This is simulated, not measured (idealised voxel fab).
Presented below is a process module, voxel capacitor over wiring.
Square cell edge 5 nm, section width 220 nm, ID cut.
Square cells in a grid make up a cross-section in this document, and the grid is given as bands, listed from the top down, each one or more rows of cells. Quick guide to a band line: top height, bottom height (nm) up front; then every material left to right with its width in nm. Only one material and it's marked "edge to edge"? Then it fills the band edge to edge. And "blank" just means empty space. Height is counted from the level 0, under which the received wafer is composed throughout of one material. The lowest of the bands is not closed at the bottom but continues downward, in the notation "0 nm and below". Width "30->40": first value at the band's top row of cells, second value at its bottom row, equal change from row to row. "remained the same" after a step means that no cell of the cross-section changed. Entry "Sealed internal cavities". Content: empty spaces with no open connection to the top, size 8 cells or greater. Each: width x height at distance. Distance: from left edge. Unit: nm. Heads up: the bit after the settings on a step's line is the simulator's remark on that step. "overlay nm" denotes, for a step that has a mask, the displacement of the mask to the right of its planned place, with negative values corresponding to the left.

### Steps planned for the process
step 1: RECEIVE: material Si
step 2: CONFORMAL_DEP: material SiO2, thk nm 15
step 3: CONFORMAL_DEP: material SiCN, thk nm 5
step 4: DIRECTIONAL_DEP: material SiO2, thk nm 20
step 5: DIRECTIONAL_DEP: material aC, thk nm 10
step 6: PATTERN: tone open, mask id METAL_1, material resist, width nm 25, pitch nm 75, thk nm 25, overlay nm 0
step 7: DIRECTIONAL_ETCH: etch materials aC, depth nm 10
step 8: STRIP: etch materials resist
step 9: DIRECTIONAL_ETCH: etch materials SiO2, depth nm 20
step 10: DIRECTIONAL_ETCH: etch materials SiCN, depth nm 5
step 11: STRIP: etch materials aC
step 12: CONFORMAL_DEP: material TiN, thk nm 5
step 13: FILL_DEP: material Ru, thk nm 10
step 14: CMP: height nm 40
step 15: EPI: material Ru, thk nm 5
step 16: FILL_DEP: material SiCN, thk nm 5
step 17: DIRECTIONAL_DEP: material lowk, thk nm 10
step 18: PATTERN: tone open, mask id PLUG_1, material resist, width nm 15, thk nm 20, overlay nm 0
step 19: DIRECTIONAL_ETCH: etch materials lowk, depth nm 10
step 20: DIRECTIONAL_ETCH: etch materials SiCN, depth nm 5
step 21: STRIP: etch materials resist
step 22: EPI: material Ru, thk nm 10
step 23: EPI: material Ru, thk nm 5
step 24: DIRECTIONAL_DEP: material TiN, thk nm 10
step 25: DIRECTIONAL_DEP: material HfO2, thk nm 5
step 26: DIRECTIONAL_DEP: material TiN, thk nm 10
step 27: DIRECTIONAL_DEP: material aC, thk nm 10
step 28: PATTERN: tone cover, mask id UPPER_PLATE, material resist, width nm 55, thk nm 30, overlay nm 0
step 29: DIRECTIONAL_ETCH: etch materials aC, depth nm 10
step 30: STRIP: etch materials resist
step 31: DIRECTIONAL_ETCH: etch materials TiN, depth nm 10
step 32: DIRECTIONAL_ETCH: etch materials HfO2, depth nm 5
step 33: STRIP: etch materials aC
step 34: DIRECTIONAL_DEP: material aC, thk nm 10
step 35: PATTERN: tone cover, mask id LOWER_PLATE, material resist, width nm 65, thk nm 25, overlay nm 0
step 36: DIRECTIONAL_ETCH: etch materials aC, depth nm 10
step 37: STRIP: etch materials resist
step 38: DIRECTIONAL_ETCH: etch materials TiN, depth nm 10
step 39: STRIP: etch materials aC
step 40: FILL_DEP: material SiO2, thk nm 20
step 41: CMP: height nm 100
step 42: MASKED_ETCH: tone open, mask id PLUG_2, width nm 15, etch materials SiO2, depth nm 15, overlay nm 0
step 43: CONFORMAL_DEP: material TiN, thk nm 5
step 44: FILL_DEP: material Cu, thk nm 5
step 45: CMP: height nm 100
step 46: CONFORMAL_DEP: material SiN, thk nm 5

### The first of the two wafers, which ran as planned

### As received (post step 1): cross-section
> 0 nm and below | Si edge to edge
> Sealed internal cavities: none

### The following cross-section depicts the wafer upon completion of step 2
> 15 nm to 0 nm | SiO2 edge to edge
> At heights below 0, the structure remains unaltered.

### The following cross-section depicts the wafer upon completion of step 3
> 20 nm to 15 nm | SiCN edge to edge
> At heights below 15, the structure remains unaltered.

### The following cross-section depicts the wafer upon completion of step 4
> 40 nm to 20 nm | SiO2 edge to edge
> At heights below 20, the structure remains unaltered.

### The following cross-section depicts the wafer upon completion of step 5
> 50 nm to 40 nm | aC edge to edge
> At heights below 40, the structure remains unaltered.

### The following cross-section depicts the wafer upon completion of step 6
> 75 nm to 50 nm | resist (60)  blank (25)  resist (50)  blank (25)  resist (60)
> At heights below 50, the structure remains unaltered.

### The following cross-section depicts the wafer upon completion of step 7
> 65 nm to 50 nm | resist (60)  blank (25)  resist (50)  blank (25)  resist (60)
> 50 nm to 40 nm | aC (60)  blank (25)  aC (50)  blank (25)  aC (60)
> At heights below 40, the structure remains unaltered.

### The following cross-section depicts the wafer upon completion of step 8
> 50 nm to 40 nm | aC (60)  blank (25)  aC (50)  blank (25)  aC (60)
> At heights below 40, the structure remains unaltered.

### The following cross-section depicts the wafer upon completion of step 9
> 50 nm to 40 nm | aC (60)  blank (25)  aC (50)  blank (25)  aC (60)
> 40 nm to 20 nm | SiO2 (60)  blank (25)  SiO2 (50)  blank (25)  SiO2 (60)
> At heights below 20, the structure remains unaltered.

### The following cross-section depicts the wafer upon completion of step 10
> 50 nm to 40 nm | aC (60)  blank (25)  aC (50)  blank (25)  aC (60)
> 40 nm to 20 nm | SiO2 (60)  blank (25)  SiO2 (50)  blank (25)  SiO2 (60)
> 20 nm to 15 nm | SiCN (60)  blank (25)  SiCN (50)  blank (25)  SiCN (60)
> At heights below 15, the structure remains unaltered.

### The following cross-section depicts the wafer upon completion of step 11
> 40 nm to 20 nm | SiO2 (60)  blank (25)  SiO2 (50)  blank (25)  SiO2 (60)
> At heights below 20, the structure remains unaltered.

### The following cross-section depicts the wafer upon completion of step 12
> 45 nm to 40 nm | TiN (65)  blank (15)  TiN (60)  blank (15)  TiN (65)
> 40 nm to 20 nm | SiO2 (60)  TiN (5)  blank (15)  TiN (5)  SiO2 (50)  TiN (5)  blank (15)  TiN (5)  SiO2 (60)
> 20 nm to 15 nm | SiCN (60)  TiN (25)  SiCN (50)  TiN (25)  SiCN (60)
> At heights below 15, the structure remains unaltered.

### The following cross-section depicts the wafer upon completion of step 13
> 55 nm to 45 nm | Ru edge to edge
> 45 nm to 40 nm | TiN (65)  Ru (15)  TiN (60)  Ru (15)  TiN (65)
> 40 nm to 20 nm | SiO2 (60)  TiN (5)  Ru (15)  TiN (5)  SiO2 (50)  TiN (5)  Ru (15)  TiN (5)  SiO2 (60)
> At heights below 20, the structure remains unaltered.

### The following cross-section depicts the wafer upon completion of step 14
> 40 nm to 20 nm | SiO2 (60)  TiN (5)  Ru (15)  TiN (5)  SiO2 (50)  TiN (5)  Ru (15)  TiN (5)  SiO2 (60)
> At heights below 20, the structure remains unaltered.

### The following cross-section depicts the wafer upon completion of step 15
> 45 nm to 40 nm | blank (55)  Ru (35)  blank (40)  Ru (35)  blank (55)
> At heights below 40, the structure remains unaltered.

### The following cross-section depicts the wafer upon completion of step 16
> 50 nm to 45 nm | SiCN edge to edge
> 45 nm to 40 nm | SiCN (55)  Ru (35)  SiCN (40)  Ru (35)  SiCN (55)
> At heights below 40, the structure remains unaltered.

### The following cross-section depicts the wafer upon completion of step 17
> 60 nm to 50 nm | lowk edge to edge
> At heights below 50, the structure remains unaltered.

### The following cross-section depicts the wafer upon completion of step 18
> 80 nm to 60 nm | resist (70)  blank (15)  resist (135)
> At heights below 60, the structure remains unaltered.

### The following cross-section depicts the wafer upon completion of step 19
> 80 nm to 60 nm | resist (70)  blank (15)  resist (135)
> 60 nm to 50 nm | lowk (70)  blank (15)  lowk (135)
> At heights below 50, the structure remains unaltered.

### The following cross-section depicts the wafer upon completion of step 20
> 80 nm to 60 nm | resist (70)  blank (15)  resist (135)
> 60 nm to 50 nm | lowk (70)  blank (15)  lowk (135)
> 50 nm to 45 nm | SiCN (70)  blank (15)  SiCN (135)
> At heights below 45, the structure remains unaltered.

### The following cross-section depicts the wafer upon completion of step 21
> 60 nm to 50 nm | lowk (70)  blank (15)  lowk (135)
> At heights below 50, the structure remains unaltered.

### The following cross-section depicts the wafer upon completion of step 22
> 60 nm to 55 nm | lowk (70)  blank (15)  lowk (135)
> 55 nm to 50 nm | lowk (70)  Ru (15)  lowk (135)
> 50 nm to 45 nm | SiCN (70)  Ru (15)  SiCN (135)
> At heights below 45, the structure remains unaltered.

### The following cross-section depicts the wafer upon completion of step 23
> 60 nm to 50 nm | lowk (70)  Ru (15)  lowk (135)
> At heights below 50, the structure remains unaltered.

### The following cross-section depicts the wafer upon completion of step 24
> 70 nm to 60 nm | TiN edge to edge
> At heights below 60, the structure remains unaltered.

### The following cross-section depicts the wafer upon completion of step 25
> 75 nm to 70 nm | HfO2 edge to edge
> At heights below 70, the structure remains unaltered.

### The following cross-section depicts the wafer upon completion of step 26
> 85 nm to 75 nm | TiN edge to edge
> At heights below 75, the structure remains unaltered.

### The following cross-section depicts the wafer upon completion of step 27
> 95 nm to 85 nm | aC edge to edge
> At heights below 85, the structure remains unaltered.

### The following cross-section depicts the wafer upon completion of step 28
> 125 nm to 95 nm | blank (70)  resist (55)  blank (95)
> At heights below 95, the structure remains unaltered.

### The following cross-section depicts the wafer upon completion of step 29
> 115 nm to 95 nm | blank (70)  resist (55)  blank (95)
> 95 nm to 85 nm | blank (70)  aC (55)  blank (95)
> At heights below 85, the structure remains unaltered.

### The following cross-section depicts the wafer upon completion of step 30
> 95 nm to 85 nm | blank (70)  aC (55)  blank (95)
> At heights below 85, the structure remains unaltered.

### The following cross-section depicts the wafer upon completion of step 31
> 95 nm to 85 nm | blank (70)  aC (55)  blank (95)
> 85 nm to 75 nm | blank (70)  TiN (55)  blank (95)
> At heights below 75, the structure remains unaltered.

### The following cross-section depicts the wafer upon completion of step 32
> 95 nm to 85 nm | blank (70)  aC (55)  blank (95)
> 85 nm to 75 nm | blank (70)  TiN (55)  blank (95)
> 75 nm to 70 nm | blank (70)  HfO2 (55)  blank (95)
> At heights below 70, the structure remains unaltered.

### The following cross-section depicts the wafer upon completion of step 33
> 85 nm to 75 nm | blank (70)  TiN (55)  blank (95)
> At heights below 75, the structure remains unaltered.

### The following cross-section depicts the wafer upon completion of step 34
> 95 nm to 85 nm | blank (70)  aC (55)  blank (95)
> 85 nm to 80 nm | blank (70)  TiN (55)  blank (95)
> 80 nm to 75 nm | aC (70)  TiN (55)  aC (95)
> 75 nm to 70 nm | aC (70)  HfO2 (55)  aC (95)
> At heights below 70, the structure remains unaltered.

### The following cross-section depicts the wafer upon completion of step 35
> 120 nm to 95 nm | blank (65)  resist (65)  blank (90)
> 95 nm to 85 nm | blank (65)  resist (5)  aC (55)  resist (5)  blank (90)
> 85 nm to 80 nm | blank (65)  resist (5)  TiN (55)  resist (5)  blank (90)
> At heights below 80, the structure remains unaltered.

### The following cross-section depicts the wafer upon completion of step 36
> 110 nm to 95 nm | blank (65)  resist (65)  blank (90)
> 95 nm to 85 nm | blank (65)  resist (5)  aC (55)  resist (5)  blank (90)
> 85 nm to 80 nm | blank (65)  resist (5)  TiN (55)  resist (5)  blank (90)
> 80 nm to 75 nm | blank (65)  aC (5)  TiN (55)  aC (5)  blank (90)
> 75 nm to 70 nm | blank (65)  aC (5)  HfO2 (55)  aC (5)  blank (90)
> At heights below 70, the structure remains unaltered.

### The following cross-section depicts the wafer upon completion of step 37
> 95 nm to 85 nm | blank (70)  aC (55)  blank (95)
> 85 nm to 80 nm | blank (70)  TiN (55)  blank (95)
> At heights below 80, the structure remains unaltered.

### The following cross-section depicts the wafer upon completion of step 38
> 95 nm to 85 nm | blank (70)  aC (55)  blank (95)
> 85 nm to 80 nm | blank (70)  TiN (55)  blank (95)
> 80 nm to 75 nm | blank (65)  aC (5)  TiN (55)  aC (5)  blank (90)
> 75 nm to 70 nm | blank (65)  aC (5)  HfO2 (55)  aC (5)  blank (90)
> 70 nm to 60 nm | blank (65)  TiN (65)  blank (90)
> At heights below 60, the structure remains unaltered.

### The following cross-section depicts the wafer upon completion of step 39
> 85 nm to 75 nm | blank (70)  TiN (55)  blank (95)
> 75 nm to 70 nm | blank (70)  HfO2 (55)  blank (95)
> At heights below 70, the structure remains unaltered.

### The following cross-section depicts the wafer upon completion of step 40
> 105 nm to 85 nm | SiO2 edge to edge
> 85 nm to 75 nm | SiO2 (70)  TiN (55)  SiO2 (95)
> 75 nm to 70 nm | SiO2 (70)  HfO2 (55)  SiO2 (95)
> 70 nm to 60 nm | SiO2 (65)  TiN (65)  SiO2 (90)
> At heights below 60, the structure remains unaltered.

### The following cross-section depicts the wafer upon completion of step 41
> 100 nm to 85 nm | SiO2 edge to edge
> At heights below 85, the structure remains unaltered.

### The following cross-section depicts the wafer upon completion of step 42
> 100 nm to 85 nm | SiO2 (80)  blank (15)  SiO2 (125)
> At heights below 85, the structure remains unaltered.

### The following cross-section depicts the wafer upon completion of step 43
> 105 nm to 100 nm | TiN (85)  blank (5)  TiN (130)
> 100 nm to 90 nm | SiO2 (80)  TiN (5)  blank (5)  TiN (5)  SiO2 (125)
> 90 nm to 85 nm | SiO2 (80)  TiN (15)  SiO2 (125)
> At heights below 85, the structure remains unaltered.

### The following cross-section depicts the wafer upon completion of step 44
> 110 nm to 105 nm | Cu edge to edge
> 105 nm to 100 nm | TiN (85)  Cu (5)  TiN (130)
> 100 nm to 90 nm | SiO2 (80)  TiN (5)  Cu (5)  TiN (5)  SiO2 (125)
> At heights below 90, the structure remains unaltered.

### The following cross-section depicts the wafer upon completion of step 45
> 100 nm to 90 nm | SiO2 (80)  TiN (5)  Cu (5)  TiN (5)  SiO2 (125)
> At heights below 90, the structure remains unaltered.

### The following cross-section depicts the wafer upon completion of step 46
> 105 nm to 100 nm | SiN edge to edge
> At heights below 100, the structure remains unaltered.

### Wafer two of two - same starting point, same process plan, one mistake in execution; matches wafer one up to and including step 1

### Second wafer: cross-section at the scheduled end of step 2
> 30 nm to 0 nm | SiO2 edge to edge
> At heights below 0, the structure remains unaltered.

### Second wafer: cross-section at the scheduled end of step 3
> 35 nm to 30 nm | SiCN edge to edge
> At heights below 30, the structure remains unaltered.

### Second wafer: cross-section at the scheduled end of step 4
> 55 nm to 35 nm | SiO2 edge to edge
> At heights below 35, the structure remains unaltered.

### Second wafer: cross-section at the scheduled end of step 5
> 65 nm to 55 nm | aC edge to edge
> At heights below 55, the structure remains unaltered.

### Second wafer: cross-section at the scheduled end of step 6
> 90 nm to 65 nm | resist (60)  blank (25)  resist (50)  blank (25)  resist (60)
> At heights below 65, the structure remains unaltered.

### Second wafer: cross-section at the scheduled end of step 7
> 80 nm to 65 nm | resist (60)  blank (25)  resist (50)  blank (25)  resist (60)
> 65 nm to 55 nm | aC (60)  blank (25)  aC (50)  blank (25)  aC (60)
> At heights below 55, the structure remains unaltered.

### Second wafer: cross-section at the scheduled end of step 8
> 65 nm to 55 nm | aC (60)  blank (25)  aC (50)  blank (25)  aC (60)
> At heights below 55, the structure remains unaltered.

### Second wafer: cross-section at the scheduled end of step 9
> 65 nm to 55 nm | aC (60)  blank (25)  aC (50)  blank (25)  aC (60)
> 55 nm to 35 nm | SiO2 (60)  blank (25)  SiO2 (50)  blank (25)  SiO2 (60)
> At heights below 35, the structure remains unaltered.

### Second wafer: cross-section at the scheduled end of step 10
> 65 nm to 55 nm | aC (60)  blank (25)  aC (50)  blank (25)  aC (60)
> 55 nm to 35 nm | SiO2 (60)  blank (25)  SiO2 (50)  blank (25)  SiO2 (60)
> 35 nm to 30 nm | SiCN (60)  blank (25)  SiCN (50)  blank (25)  SiCN (60)
> At heights below 30, the structure remains unaltered.

### Second wafer: cross-section at the scheduled end of step 11
> 55 nm to 35 nm | SiO2 (60)  blank (25)  SiO2 (50)  blank (25)  SiO2 (60)
> At heights below 35, the structure remains unaltered.

### Second wafer: cross-section at the scheduled end of step 12
> 60 nm to 55 nm | TiN (65)  blank (15)  TiN (60)  blank (15)  TiN (65)
> 55 nm to 35 nm | SiO2 (60)  TiN (5)  blank (15)  TiN (5)  SiO2 (50)  TiN (5)  blank (15)  TiN (5)  SiO2 (60)
> 35 nm to 30 nm | SiCN (60)  TiN (25)  SiCN (50)  TiN (25)  SiCN (60)
> At heights below 30, the structure remains unaltered.

### Second wafer: cross-section at the scheduled end of step 13
> 70 nm to 60 nm | Ru edge to edge
> 60 nm to 55 nm | TiN (65)  Ru (15)  TiN (60)  Ru (15)  TiN (65)
> 55 nm to 35 nm | SiO2 (60)  TiN (5)  Ru (15)  TiN (5)  SiO2 (50)  TiN (5)  Ru (15)  TiN (5)  SiO2 (60)
> At heights below 35, the structure remains unaltered.

### Second wafer: cross-section at the scheduled end of step 14
> 40 nm to 35 nm | SiO2 (60)  TiN (5)  Ru (15)  TiN (5)  SiO2 (50)  TiN (5)  Ru (15)  TiN (5)  SiO2 (60)
> At heights below 35, the structure remains unaltered.

### Second wafer: cross-section at the scheduled end of step 15
> 45 nm to 40 nm | blank (55)  Ru (35)  blank (40)  Ru (35)  blank (55)
> At heights below 40, the structure remains unaltered.

### Second wafer: cross-section at the scheduled end of step 16
> 50 nm to 45 nm | SiCN edge to edge
> 45 nm to 40 nm | SiCN (55)  Ru (35)  SiCN (40)  Ru (35)  SiCN (55)
> At heights below 40, the structure remains unaltered.

### Second wafer: cross-section at the scheduled end of step 17
> 60 nm to 50 nm | lowk edge to edge
> At heights below 50, the structure remains unaltered.

### Second wafer: cross-section at the scheduled end of step 18
> 80 nm to 60 nm | resist (70)  blank (15)  resist (135)
> At heights below 60, the structure remains unaltered.

### Second wafer: cross-section at the scheduled end of step 19
> 80 nm to 60 nm | resist (70)  blank (15)  resist (135)
> 60 nm to 50 nm | lowk (70)  blank (15)  lowk (135)
> At heights below 50, the structure remains unaltered.

### Second wafer: cross-section at the scheduled end of step 20
> 80 nm to 60 nm | resist (70)  blank (15)  resist (135)
> 60 nm to 50 nm | lowk (70)  blank (15)  lowk (135)
> 50 nm to 45 nm | SiCN (70)  blank (15)  SiCN (135)
> At heights below 45, the structure remains unaltered.

### Second wafer: cross-section at the scheduled end of step 21
> 60 nm to 50 nm | lowk (70)  blank (15)  lowk (135)
> At heights below 50, the structure remains unaltered.

### Second wafer: cross-section at the scheduled end of step 22
> 60 nm to 55 nm | lowk (70)  blank (15)  lowk (135)
> 55 nm to 50 nm | lowk (70)  Ru (15)  lowk (135)
> 50 nm to 45 nm | SiCN (70)  Ru (15)  SiCN (135)
> At heights below 45, the structure remains unaltered.

### Second wafer: cross-section at the scheduled end of step 23
> 60 nm to 50 nm | lowk (70)  Ru (15)  lowk (135)
> At heights below 50, the structure remains unaltered.

### Second wafer: cross-section at the scheduled end of step 24
> 70 nm to 60 nm | TiN edge to edge
> At heights below 60, the structure remains unaltered.

### Second wafer: cross-section at the scheduled end of step 25
> 75 nm to 70 nm | HfO2 edge to edge
> At heights below 70, the structure remains unaltered.

### Second wafer: cross-section at the scheduled end of step 26
> 85 nm to 75 nm | TiN edge to edge
> At heights below 75, the structure remains unaltered.

### Second wafer: cross-section at the scheduled end of step 27
> 95 nm to 85 nm | aC edge to edge
> At heights below 85, the structure remains unaltered.

### Second wafer: cross-section at the scheduled end of step 28
> 125 nm to 95 nm | blank (70)  resist (55)  blank (95)
> At heights below 95, the structure remains unaltered.

### Second wafer: cross-section at the scheduled end of step 29
> 115 nm to 95 nm | blank (70)  resist (55)  blank (95)
> 95 nm to 85 nm | blank (70)  aC (55)  blank (95)
> At heights below 85, the structure remains unaltered.

### Second wafer: cross-section at the scheduled end of step 30
> 95 nm to 85 nm | blank (70)  aC (55)  blank (95)
> At heights below 85, the structure remains unaltered.

### Second wafer: cross-section at the scheduled end of step 31
> 95 nm to 85 nm | blank (70)  aC (55)  blank (95)
> 85 nm to 75 nm | blank (70)  TiN (55)  blank (95)
> At heights below 75, the structure remains unaltered.

### Second wafer: cross-section at the scheduled end of step 32
> 95 nm to 85 nm | blank (70)  aC (55)  blank (95)
> 85 nm to 75 nm | blank (70)  TiN (55)  blank (95)
> 75 nm to 70 nm | blank (70)  HfO2 (55)  blank (95)
> At heights below 70, the structure remains unaltered.

### Second wafer: cross-section at the scheduled end of step 33
> 85 nm to 75 nm | blank (70)  TiN (55)  blank (95)
> At heights below 75, the structure remains unaltered.

### Second wafer: cross-section at the scheduled end of step 34
> 95 nm to 85 nm | blank (70)  aC (55)  blank (95)
> 85 nm to 80 nm | blank (70)  TiN (55)  blank (95)
> 80 nm to 75 nm | aC (70)  TiN (55)  aC (95)
> 75 nm to 70 nm | aC (70)  HfO2 (55)  aC (95)
> At heights below 70, the structure remains unaltered.

### Second wafer: cross-section at the scheduled end of step 35
> 120 nm to 95 nm | blank (65)  resist (65)  blank (90)
> 95 nm to 85 nm | blank (65)  resist (5)  aC (55)  resist (5)  blank (90)
> 85 nm to 80 nm | blank (65)  resist (5)  TiN (55)  resist (5)  blank (90)
> At heights below 80, the structure remains unaltered.

### Second wafer: cross-section at the scheduled end of step 36
> 110 nm to 95 nm | blank (65)  resist (65)  blank (90)
> 95 nm to 85 nm | blank (65)  resist (5)  aC (55)  resist (5)  blank (90)
> 85 nm to 80 nm | blank (65)  resist (5)  TiN (55)  resist (5)  blank (90)
> 80 nm to 75 nm | blank (65)  aC (5)  TiN (55)  aC (5)  blank (90)
> 75 nm to 70 nm | blank (65)  aC (5)  HfO2 (55)  aC (5)  blank (90)
> At heights below 70, the structure remains unaltered.

### Second wafer: cross-section at the scheduled end of step 37
> 95 nm to 85 nm | blank (70)  aC (55)  blank (95)
> 85 nm to 80 nm | blank (70)  TiN (55)  blank (95)
> At heights below 80, the structure remains unaltered.

### Second wafer: cross-section at the scheduled end of step 38
> 95 nm to 85 nm | blank (70)  aC (55)  blank (95)
> 85 nm to 80 nm | blank (70)  TiN (55)  blank (95)
> 80 nm to 75 nm | blank (65)  aC (5)  TiN (55)  aC (5)  blank (90)
> 75 nm to 70 nm | blank (65)  aC (5)  HfO2 (55)  aC (5)  blank (90)
> 70 nm to 60 nm | blank (65)  TiN (65)  blank (90)
> At heights below 60, the structure remains unaltered.

### Second wafer: cross-section at the scheduled end of step 39
> 85 nm to 75 nm | blank (70)  TiN (55)  blank (95)
> 75 nm to 70 nm | blank (70)  HfO2 (55)  blank (95)
> At heights below 70, the structure remains unaltered.

### Second wafer: cross-section at the scheduled end of step 40
> 105 nm to 85 nm | SiO2 edge to edge
> 85 nm to 75 nm | SiO2 (70)  TiN (55)  SiO2 (95)
> 75 nm to 70 nm | SiO2 (70)  HfO2 (55)  SiO2 (95)
> 70 nm to 60 nm | SiO2 (65)  TiN (65)  SiO2 (90)
> At heights below 60, the structure remains unaltered.

### Second wafer: cross-section at the scheduled end of step 41
> 100 nm to 85 nm | SiO2 edge to edge
> At heights below 85, the structure remains unaltered.

### Second wafer: cross-section at the scheduled end of step 42
> 100 nm to 85 nm | SiO2 (80)  blank (15)  SiO2 (125)
> At heights below 85, the structure remains unaltered.

### Second wafer: cross-section at the scheduled end of step 43
> 105 nm to 100 nm | TiN (85)  blank (5)  TiN (130)
> 100 nm to 90 nm | SiO2 (80)  TiN (5)  blank (5)  TiN (5)  SiO2 (125)
> 90 nm to 85 nm | SiO2 (80)  TiN (15)  SiO2 (125)
> At heights below 85, the structure remains unaltered.

### Second wafer: cross-section at the scheduled end of step 44
> 110 nm to 105 nm | Cu edge to edge
> 105 nm to 100 nm | TiN (85)  Cu (5)  TiN (130)
> 100 nm to 90 nm | SiO2 (80)  TiN (5)  Cu (5)  TiN (5)  SiO2 (125)
> At heights below 90, the structure remains unaltered.

### Second wafer: cross-section at the scheduled end of step 45
> 100 nm to 90 nm | SiO2 (80)  TiN (5)  Cu (5)  TiN (5)  SiO2 (125)
> At heights below 90, the structure remains unaltered.

### Second wafer: cross-section at the scheduled end of step 46
> 105 nm to 100 nm | SiN edge to edge
> At heights below 100, the structure remains unaltered.
Here's what went sideways: step 2 of the plan was performed twice
Cell-count delta at end, second wafer over first, by material: Ru: 18 fewer, SiO2: 30 more, TiN: 12 fewer
